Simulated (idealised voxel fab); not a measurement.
Herein follows the process module entitled voxel ribs on slabs.
225 nm wide, 5 nm square cells: that's cross-section cut.
Just so we're on the same page, the cross-sections are grids of square cells, and they're listed out in bands top to bottom, each band one or more rows deep. What a band's entry tells you: where the top is and where the bottom is, as heights in nm, and after that what lies inside, material by material from left to right, each with its width in nm. Empty space is written as the word "blank", and a single material marked with the word "throughout" occupies the band from edge to edge. Below 0: as-received wafer, all one material; heights counted from there. Lowest band: no bottom, goes on down, written "0 down". Graded width ("30 to 40"): value in top row of band = first number; value in bottom row = second number; row-to-row change constant. When a step is marked "no alteration", none of the cells in the cross-section changed during that step. Closed-off voids of 8+ cells (no open route to the top) go in "Sealed void listing", written width x height at distance from the left edge, in nm. If you see something after the settings on a step's line, that's the simulator's own remark about that step. "overlay nm", when on a step's line for a step with a mask, measures how far to the right of its planned place the mask lay; a negative measure means to the left.
[These are the steps we planned for the process]
1) RECEIVE | material Si
2) DIRECTIONAL_DEP | material SiO2 | thk nm 25
3) DIRECTIONAL_DEP | material polySi | thk nm 20
4) PATTERN | tone cover | mask id RIB | material resist | width nm 15 | thk nm 20 | overlay nm 0
5) DIRECTIONAL_ETCH | etch materials polySi | depth nm 15
6) STRIP | etch materials resist
7) MASKED_ETCH | tone cover | mask id SLAB | width nm 65 | etch materials polySi | depth nm 5 | overlay nm 0
8) FILL_DEP | material SiO2 | thk nm 20
9) CMP | height nm 55
10) DIRECTIONAL_DEP | material W | thk nm 10
11) PATTERN | tone cover | mask id HEATER | material resist | width nm 15 | thk nm 15 | overlay nm 0
12) DIRECTIONAL_ETCH | etch materials W | depth nm 10
13) STRIP | etch materials resist
14) CONFORMAL_DEP | material SiN | thk nm 10
Where the wafers of this document differ is in the width nm of step 11; they start out the same, and the plan states the value that applied to the first wafer.
[Cross-section of the first incoming wafer of several, state after step 1]
- 0 down  Si throughout
- Sealed void listing: none
[Shown in cross-section: the first of several wafers at the end of the module, after its last step, step 14]
- 75 to 65  blank 95 nm  SiN 35 nm  blank 95 nm
- 65 to 55  SiN 105 nm  W 15 nm  SiN 105 nm
- 55 to 45  SiO2 throughout
- 45 to 30  SiO2 105 nm  polySi 15 nm  SiO2 105 nm
- 30 to 25  SiO2 80 nm  polySi 65 nm  SiO2 80 nm
- 25 to 0  SiO2 throughout
- 0 down  Si throughout
- Sealed void listing: none
[Of the several wafers, the last: cross-section at the end of the module]
- 75 to 65  blank 85 nm  SiN 60 nm  blank 80 nm
- 65 to 55  SiN 95 nm  W 40 nm  SiN 90 nm
- 55 to 45  SiO2 throughout
- 45 to 30  SiO2 105 nm  polySi 15 nm  SiO2 105 nm
- 30 to 25  SiO2 80 nm  polySi 65 nm  SiO2 80 nm
- 25 to 0  SiO2 throughout
- 0 down  Si throughout
- Sealed void listing: none
[Below, a row for every wafer. Read it as the end-of-module picture: for each material the wafer shows its cells gained (+) or lost (-) since it was received, and then its closed voids]
width nm 15 | +98 SiN | +473 SiO2 | +6 W | +22 polySi | Sealed void listing: none
width nm 20 | +98 SiN | +473 SiO2 | +8 W | +22 polySi | Sealed void listing: none
width nm 25 | +98 SiN | +473 SiO2 | +10 W | +22 polySi | Sealed void listing: none
width nm 30 | +98 SiN | +473 SiO2 | +12 W | +22 polySi | Sealed void listing: none
width nm 35 | +98 SiN | +473 SiO2 | +14 W | +22 polySi | Sealed void listing: none
width nm 40 | +98 SiN | +473 SiO2 | +16 W | +22 polySi | Sealed void listing: none
